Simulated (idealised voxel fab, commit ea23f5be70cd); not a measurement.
process module | voxel released beams
cross-section cut | 290 nm wide | cells 5 nm
A cross-section is a grid of square cells, given in bands from the top down. A band is one or more rows of cells.
Each band's line starts with the height of the band's top and of its bottom, in nm. Then come its materials from left to right, each with its width in nm. One material with "throughout" fills the band from edge to edge. "air" is empty space.
Height 0 is the level under which the wafer as received is all one material. The lowest band goes on downwards, as in "0 down".
A width such as "30 to 40" changes by the same amount from each row of cells to the next, from the band's top row to its bottom row.
"no change" after a step means that no cell of the cross-section changed.
closed voids: empty space of 8 cells or more with no open way to the top, each as width x height at its distance from the left edge, in nm
after a step's settings: what the simulator itself notes on the step
overlay nm, on a step with a mask: how far to the right of its planned place the mask lay; to the left if negative
plan
1 op RECEIVE | material Si
2 op CONFORMAL_DEP | material SiN | thk nm 5
3 op DIRECTIONAL_DEP | material SiO2 | thk nm 15
4 op DIRECTIONAL_DEP | material aC | thk nm 10
5 op PATTERN | tone open | mask id ANCHOR | material resist | width nm 35 | thk nm 25 | overlay nm 0
6 op DIRECTIONAL_ETCH | etch materials aC | depth nm 10
7 op STRIP | etch materials resist
8 op DIRECTIONAL_ETCH | etch materials SiO2 | depth nm 15
9 op STRIP | etch materials aC
10 op CONFORMAL_DEP | material TiN | thk nm 15
11 op PATTERN | tone cover | mask id BEAM | material resist | width nm 95 | thk nm 20 | overlay nm 0
12 op DIRECTIONAL_ETCH | etch materials TiN | depth nm 5
13 op STRIP | etch materials resist
14 op STRIP | etch materials SiO2
varied across the wafers: depth nm of step 12. The plan shows the first wafer's value. All wafers start alike
first wafer as received, after step 1
  0 down: Si throughout
  closed voids: none
first wafer at the end, after step 14
  35 to 30: air 95 | TiN 20 | air 5 | TiN 70 | air 100
  30 to 20: TiN 115 | air 5 | TiN 170
  20 to 5: SiO2 100 | TiN 35 | SiO2 155
  5 to 0: SiN throughout
  0 down: Si throughout
  closed voids: none
last wafer at the end
  35 to 20: air 95 | TiN 20 | air 5 | TiN 70 | air 100
  20 to 5: air 100 | TiN 35 | air 155
  5 to 0: SiN throughout
  0 down: Si throughout
  closed voids: none
each wafer at the end: cells of each material gained (+) or lost (-) since it was received, then its closed voids
depth nm 5 | +58 SiN | +153 SiO2 | +153 TiN | closed voids: none
depth nm 10 | +58 SiN | +153 SiO2 | +114 TiN | closed voids: none
depth nm 15 | +58 SiN | +75 TiN | closed voids: none
depth nm 20 | +58 SiN | +75 TiN | closed voids: none
depth nm 25 | +58 SiN | +75 TiN | closed voids: none
depth nm 30 | +58 SiN | +75 TiN | closed voids: none
